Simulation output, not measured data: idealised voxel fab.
Process module name: voxel gate over fins
Shown is cross-section cut, with a width of 235 nm and square cells of size 5 nm.
Cross-section, as written here: a square-cell grid given band by band from the top down, where a band holds one or more rows of cells. Heights first: top, then bottom, in nm. Then materials, left to right, each with a width in nm. "everywhere" on a single material: fills the band edge to edge. "air": empty space. The reference from which all heights are counted is 0, the level beneath which the as-received wafer is entirely one material; the lowest band, having no lower bound, proceeds downward and is written after the example "z 0 and below". So if you see something like "30->40" for the width, read it as the top row of the band sitting at the first number and the bottom row at the second, with every row in between moving by the same amount as the last. Any step labelled "no change occurred" changed none of the cells in the cross-section. Closed empty spaces: empty space of 8 cells or more with no open way to the top, each as width x height at its distance from the left edge, in nm. If you see something after the settings on a step's line, that's the simulator's own remark about that step. overlay nm: where the mask lay relative to plan, measured to the right, on steps with a mask; negatives go left.
-- Steps planned for the process
1: RECEIVE [material Si]
2: CONFORMAL_DEP [material SiN] [thk nm 10]
3: DIRECTIONAL_DEP [material aC] [thk nm 15]
4: PATTERN [tone cover] [mask id FINS] [material resist] [width nm 15] [pitch nm 50] [thk nm 30] [overlay nm 0]
5: DIRECTIONAL_ETCH [etch materials aC] [depth nm 15]
6: STRIP [etch materials resist]
7: DIRECTIONAL_ETCH [etch materials SiN] [depth nm 10]
8: DIRECTIONAL_ETCH [etch materials Si] [depth nm 30]
9: STRIP [etch materials aC]
10: FILL_DEP [material SiO2] [thk nm 5]
11: CMP [height nm 10]
12: DIRECTIONAL_DEP [material aC] [thk nm 15]
13: PATTERN [tone open] [mask id RAIL] [material resist] [width nm 15] [thk nm 30] [overlay nm 0]
14: DIRECTIONAL_ETCH [etch materials aC] [depth nm 15]
15: STRIP [etch materials resist]
16: DIRECTIONAL_ETCH [etch materials SiO2] [depth nm 35]
17: STRIP [etch materials aC]
18: CONFORMAL_DEP [material TiN] [thk nm 5]
19: FILL_DEP [material W] [thk nm 10]
20: CMP [height nm 10]
21: SELECTIVE_ETCH [etch materials W Ru TiN] [depth nm 25]
22: FILL_DEP [material SiO2] [thk nm 5]
23: CMP [height nm 10]
24: SELECTIVE_ETCH [etch materials SiO2] [depth nm 20]
25: STRIP [etch materials SiN]
26: CONFORMAL_DEP [material HfO2] [thk nm 5]
27: CONFORMAL_DEP [material TiN] [thk nm 5]
28: FILL_DEP [material W] [thk nm 10]
29: CMP [height nm 15]
30: CONFORMAL_DEP [material SiCN] [thk nm 10]
-- Concerning the first of two wafers, which was run in accordance with the plan
-- The cross-section here shows the wafer as received, i.e. in its state after step 1
z 0 and below  Si everywhere
Closed empty spaces: none
-- Cross-section of the wafer after step 2
z 10 to 0  SiN everywhere
Everything below 0 is unchanged.
-- Cross-section of the wafer after step 3
z 25 to 10  aC everywhere
Everything below 10 is unchanged.
-- Cross-section of the wafer after step 4
z 55 to 25  60 nm air / 15 nm resist / 35 nm air / 15 nm resist / 35 nm air / 15 nm resist / 60 nm air
Everything below 25 is unchanged.
-- Cross-section of the wafer after step 5
z 40 to 25  60 nm air / 15 nm resist / 35 nm air / 15 nm resist / 35 nm air / 15 nm resist / 60 nm air
z 25 to 10  60 nm air / 15 nm aC / 35 nm air / 15 nm aC / 35 nm air / 15 nm aC / 60 nm air
Everything below 10 is unchanged.
-- Cross-section of the wafer after step 6
z 25 to 10  60 nm air / 15 nm aC / 35 nm air / 15 nm aC / 35 nm air / 15 nm aC / 60 nm air
Everything below 10 is unchanged.
-- Cross-section of the wafer after step 7
z 25 to 10  60 nm air / 15 nm aC / 35 nm air / 15 nm aC / 35 nm air / 15 nm aC / 60 nm air
z 10 to 0  60 nm air / 15 nm SiN / 35 nm air / 15 nm SiN / 35 nm air / 15 nm SiN / 60 nm air
Everything below 0 is unchanged.
-- Cross-section of the wafer after step 8
z 25 to 10  60 nm air / 15 nm aC / 35 nm air / 15 nm aC / 35 nm air / 15 nm aC / 60 nm air
z 10 to 0  60 nm air / 15 nm SiN / 35 nm air / 15 nm SiN / 35 nm air / 15 nm SiN / 60 nm air
z 0 to -30  60 nm air / 15 nm Si / 35 nm air / 15 nm Si / 35 nm air / 15 nm Si / 60 nm air
Everything below -30 is unchanged.
-- Cross-section of the wafer after step 9
z 10 to 0  60 nm air / 15 nm SiN / 35 nm air / 15 nm SiN / 35 nm air / 15 nm SiN / 60 nm air
Everything below 0 is unchanged.
-- Cross-section of the wafer after step 10
z 15 to 10  SiO2 everywhere
z 10 to 0  60 nm SiO2 / 15 nm SiN / 35 nm SiO2 / 15 nm SiN / 35 nm SiO2 / 15 nm SiN / 60 nm SiO2
z 0 to -30  60 nm SiO2 / 15 nm Si / 35 nm SiO2 / 15 nm Si / 35 nm SiO2 / 15 nm Si / 60 nm SiO2
Everything below -30 is unchanged.
-- Cross-section of the wafer after step 11
z 10 to 0  60 nm SiO2 / 15 nm SiN / 35 nm SiO2 / 15 nm SiN / 35 nm SiO2 / 15 nm SiN / 60 nm SiO2
Everything below 0 is unchanged.
-- Cross-section of the wafer after step 12
z 25 to 10  aC everywhere
Everything below 10 is unchanged.
-- Cross-section of the wafer after step 13
z 55 to 25  85 nm resist / 15 nm air / 135 nm resist
Everything below 25 is unchanged.
-- Cross-section of the wafer after step 14
z 40 to 25  85 nm resist / 15 nm air / 135 nm resist
z 25 to 10  85 nm aC / 15 nm air / 135 nm aC
Everything below 10 is unchanged.
-- Cross-section of the wafer after step 15
z 25 to 10  85 nm aC / 15 nm air / 135 nm aC
Everything below 10 is unchanged.
-- Cross-section of the wafer after step 16
z 25 to 10  85 nm aC / 15 nm air / 135 nm aC
z 10 to 0  60 nm SiO2 / 15 nm SiN / 10 nm SiO2 / 15 nm air / 10 nm SiO2 / 15 nm SiN / 35 nm SiO2 / 15 nm SiN / 60 nm SiO2
z 0 to -25  60 nm SiO2 / 15 nm Si / 10 nm SiO2 / 15 nm air / 10 nm SiO2 / 15 nm Si / 35 nm SiO2 / 15 nm Si / 60 nm SiO2
Everything below -25 is unchanged.
-- Cross-section of the wafer after step 17
z 10 to 0  60 nm SiO2 / 15 nm SiN / 10 nm SiO2 / 15 nm air / 10 nm SiO2 / 15 nm SiN / 35 nm SiO2 / 15 nm SiN / 60 nm SiO2
Everything below 0 is unchanged.
-- Cross-section of the wafer after step 18
z 15 to 10  90 nm TiN / 5 nm air / 140 nm TiN
z 10 to 0  60 nm SiO2 / 15 nm SiN / 10 nm SiO2 / 5 nm TiN / 5 nm air / 5 nm TiN / 10 nm SiO2 / 15 nm SiN / 35 nm SiO2 / 15 nm SiN / 60 nm SiO2
z 0 to -20  60 nm SiO2 / 15 nm Si / 10 nm SiO2 / 5 nm TiN / 5 nm air / 5 nm TiN / 10 nm SiO2 / 15 nm Si / 35 nm SiO2 / 15 nm Si / 60 nm SiO2
z -20 to -25  60 nm SiO2 / 15 nm Si / 10 nm SiO2 / 15 nm TiN / 10 nm SiO2 / 15 nm Si / 35 nm SiO2 / 15 nm Si / 60 nm SiO2
Everything below -25 is unchanged.
-- Cross-section of the wafer after step 19
z 25 to 15  W everywhere
z 15 to 10  90 nm TiN / 5 nm W / 140 nm TiN
z 10 to 0  60 nm SiO2 / 15 nm SiN / 10 nm SiO2 / 5 nm TiN / 5 nm W / 5 nm TiN / 10 nm SiO2 / 15 nm SiN / 35 nm SiO2 / 15 nm SiN / 60 nm SiO2
z 0 to -20  60 nm SiO2 / 15 nm Si / 10 nm SiO2 / 5 nm TiN / 5 nm W / 5 nm TiN / 10 nm SiO2 / 15 nm Si / 35 nm SiO2 / 15 nm Si / 60 nm SiO2
Everything below -20 is unchanged.
-- Cross-section of the wafer after step 20
z 10 to 0  60 nm SiO2 / 15 nm SiN / 10 nm SiO2 / 5 nm TiN / 5 nm W / 5 nm TiN / 10 nm SiO2 / 15 nm SiN / 35 nm SiO2 / 15 nm SiN / 60 nm SiO2
Everything below 0 is unchanged.
-- Cross-section of the wafer after step 21
z 10 to 0  60 nm SiO2 / 15 nm SiN / 10 nm SiO2 / 15 nm air / 10 nm SiO2 / 15 nm SiN / 35 nm SiO2 / 15 nm SiN / 60 nm SiO2
z 0 to -15  60 nm SiO2 / 15 nm Si / 10 nm SiO2 / 15 nm air / 10 nm SiO2 / 15 nm Si / 35 nm SiO2 / 15 nm Si / 60 nm SiO2
Everything below -15 is unchanged.
-- Cross-section of the wafer after step 22
z 15 to 10  SiO2 everywhere
z 10 to 0  60 nm SiO2 / 15 nm SiN / 35 nm SiO2 / 15 nm SiN / 35 nm SiO2 / 15 nm SiN / 60 nm SiO2
z 0 to -15  60 nm SiO2 / 15 nm Si / 35 nm SiO2 / 15 nm Si / 35 nm SiO2 / 15 nm Si / 60 nm SiO2
Everything below -15 is unchanged.
-- Cross-section of the wafer after step 23
z 10 to 0  60 nm SiO2 / 15 nm SiN / 35 nm SiO2 / 15 nm SiN / 35 nm SiO2 / 15 nm SiN / 60 nm SiO2
Everything below 0 is unchanged.
-- Cross-section of the wafer after step 24
z 10 to 0  60 nm air / 15 nm SiN / 35 nm air / 15 nm SiN / 35 nm air / 15 nm SiN / 60 nm air
z 0 to -10  60 nm air / 15 nm Si / 35 nm air / 15 nm Si / 35 nm air / 15 nm Si / 60 nm air
Everything below -10 is unchanged.
-- Cross-section of the wafer after step 25
z 0 to -10  60 nm air / 15 nm Si / 35 nm air / 15 nm Si / 35 nm air / 15 nm Si / 60 nm air
Everything below -10 is unchanged.
-- Cross-section of the wafer after step 26
z 5 to 0  55 nm air / 25 nm HfO2 / 25 nm air / 25 nm HfO2 / 25 nm air / 25 nm HfO2 / 55 nm air
z 0 to -5  55 nm air / 5 nm HfO2 / 15 nm Si / 5 nm HfO2 / 25 nm air / 5 nm HfO2 / 15 nm Si / 5 nm HfO2 / 25 nm air / 5 nm HfO2 / 15 nm Si / 5 nm HfO2 / 55 nm air
z -5 to -10  60 nm HfO2 / 15 nm Si / 35 nm HfO2 / 15 nm Si / 35 nm HfO2 / 15 nm Si / 60 nm HfO2
Everything below -10 is unchanged.
-- Cross-section of the wafer after step 27
z 10 to 5  50 nm air / 35 nm TiN / 15 nm air / 35 nm TiN / 15 nm air / 35 nm TiN / 50 nm air
z 5 to 0  50 nm air / 5 nm TiN / 25 nm HfO2 / 5 nm TiN / 15 nm air / 5 nm TiN / 25 nm HfO2 / 5 nm TiN / 15 nm air / 5 nm TiN / 25 nm HfO2 / 5 nm TiN / 50 nm air
z 0 to -5  55 nm TiN / 5 nm HfO2 / 15 nm Si / 5 nm HfO2 / 25 nm TiN / 5 nm HfO2 / 15 nm Si / 5 nm HfO2 / 25 nm TiN / 5 nm HfO2 / 15 nm Si / 5 nm HfO2 / 55 nm TiN
Everything below -5 is unchanged.
-- Cross-section of the wafer after step 28
z 20 to 10  W everywhere
z 10 to 5  50 nm W / 35 nm TiN / 15 nm W / 35 nm TiN / 15 nm W / 35 nm TiN / 50 nm W
z 5 to 0  50 nm W / 5 nm TiN / 25 nm HfO2 / 5 nm TiN / 15 nm W / 5 nm TiN / 25 nm HfO2 / 5 nm TiN / 15 nm W / 5 nm TiN / 25 nm HfO2 / 5 nm TiN / 50 nm W
Everything below 0 is unchanged.
-- Cross-section of the wafer after step 29
z 15 to 10  W everywhere
Everything below 10 is unchanged.
-- Cross-section of the wafer after step 30
z 25 to 15  SiCN everywhere
Everything below 15 is unchanged.
-- Okay, second wafer. Nothing different at the start, nothing different in the plan, just one mistake somewhere in the running. As far as step 9, counting that step, it's the first wafer all over again
-- Cross-section of the second wafer corresponding to the planned conclusion of step 10
z 15 to 10  SiCN everywhere
z 10 to 0  60 nm SiCN / 15 nm SiN / 35 nm SiCN / 15 nm SiN / 35 nm SiCN / 15 nm SiN / 60 nm SiCN
z 0 to -30  60 nm SiCN / 15 nm Si / 35 nm SiCN / 15 nm Si / 35 nm SiCN / 15 nm Si / 60 nm SiCN
Everything below -30 is unchanged.
-- Cross-section of the second wafer corresponding to the planned conclusion of step 11
z 10 to 0  60 nm SiCN / 15 nm SiN / 35 nm SiCN / 15 nm SiN / 35 nm SiCN / 15 nm SiN / 60 nm SiCN
Everything below 0 is unchanged.
-- Cross-section of the second wafer corresponding to the planned conclusion of step 12
z 25 to 10  aC everywhere
Everything below 10 is unchanged.
-- Cross-section of the second wafer corresponding to the planned conclusion of step 13
z 55 to 25  85 nm resist / 15 nm air / 135 nm resist
Everything below 25 is unchanged.
-- Cross-section of the second wafer corresponding to the planned conclusion of step 14
z 40 to 25  85 nm resist / 15 nm air / 135 nm resist
z 25 to 10  85 nm aC / 15 nm air / 135 nm aC
Everything below 10 is unchanged.
-- Cross-section of the second wafer corresponding to the planned conclusion of step 15
z 25 to 10  85 nm aC / 15 nm air / 135 nm aC
Everything below 10 is unchanged.
Cross-section of the second wafer corresponding to the planned conclusion of step 16: no change occurred
-- Cross-section of the second wafer corresponding to the planned conclusion of step 17
z 10 to 0  60 nm SiCN / 15 nm SiN / 35 nm SiCN / 15 nm SiN / 35 nm SiCN / 15 nm SiN / 60 nm SiCN
Everything below 0 is unchanged.
-- Cross-section of the second wafer corresponding to the planned conclusion of step 18
z 15 to 10  TiN everywhere
Everything below 10 is unchanged.
-- Cross-section of the second wafer corresponding to the planned conclusion of step 19
z 25 to 15  W everywhere
Everything below 15 is unchanged.
-- Cross-section of the second wafer corresponding to the planned conclusion of step 20
z 10 to 0  60 nm SiCN / 15 nm SiN / 35 nm SiCN / 15 nm SiN / 35 nm SiCN / 15 nm SiN / 60 nm SiCN
Everything below 0 is unchanged.
Cross-section of the second wafer corresponding to the planned conclusion of step 21: no change occurred
-- Cross-section of the second wafer corresponding to the planned conclusion of step 22
z 15 to 10  SiO2 everywhere
Everything below 10 is unchanged.
-- Cross-section of the second wafer corresponding to the planned conclusion of step 23
z 10 to 0  60 nm SiCN / 15 nm SiN / 35 nm SiCN / 15 nm SiN / 35 nm SiCN / 15 nm SiN / 60 nm SiCN
Everything below 0 is unchanged.
Cross-section of the second wafer corresponding to the planned conclusion of step 24: no change occurred
-- Cross-section of the second wafer corresponding to the planned conclusion of step 25
z 10 to 0  60 nm SiCN / 15 nm air / 35 nm SiCN / 15 nm air / 35 nm SiCN / 15 nm air / 60 nm SiCN
Everything below 0 is unchanged.
-- Cross-section of the second wafer corresponding to the planned conclusion of step 26
z 15 to 10  65 nm HfO2 / 5 nm air / 45 nm HfO2 / 5 nm air / 45 nm HfO2 / 5 nm air / 65 nm HfO2
z 10 to 5  60 nm SiCN / 5 nm HfO2 / 5 nm air / 5 nm HfO2 / 35 nm SiCN / 5 nm HfO2 / 5 nm air / 5 nm HfO2 / 35 nm SiCN / 5 nm HfO2 / 5 nm air / 5 nm HfO2 / 60 nm SiCN
z 5 to 0  60 nm SiCN / 15 nm HfO2 / 35 nm SiCN / 15 nm HfO2 / 35 nm SiCN / 15 nm HfO2 / 60 nm SiCN
Everything below 0 is unchanged.
-- Cross-section of the second wafer corresponding to the planned conclusion of step 27
z 20 to 15  TiN everywhere
z 15 to 10  65 nm HfO2 / 5 nm TiN / 45 nm HfO2 / 5 nm TiN / 45 nm HfO2 / 5 nm TiN / 65 nm HfO2
z 10 to 5  60 nm SiCN / 5 nm HfO2 / 5 nm TiN / 5 nm HfO2 / 35 nm SiCN / 5 nm HfO2 / 5 nm TiN / 5 nm HfO2 / 35 nm SiCN / 5 nm HfO2 / 5 nm TiN / 5 nm HfO2 / 60 nm SiCN
Everything below 5 is unchanged.
-- Cross-section of the second wafer corresponding to the planned conclusion of step 28
z 30 to 20  W everywhere
Everything below 20 is unchanged.
-- Cross-section of the second wafer corresponding to the planned conclusion of step 29
z 15 to 10  65 nm HfO2 / 5 nm TiN / 45 nm HfO2 / 5 nm TiN / 45 nm HfO2 / 5 nm TiN / 65 nm HfO2
Everything below 10 is unchanged.
-- Cross-section of the second wafer corresponding to the planned conclusion of step 30
z 25 to 15  SiCN everywhere
Everything below 15 is unchanged.
Plan not followed: not per plan at step 10, really ran FILL_DEP [material SiCN] [thk nm 5]
Once processing is complete, comparing cell counts shows that the second wafer has more or fewer of certain materials than the first: +304 SiCN; -146 SiO2; -58 TiN; -100 W
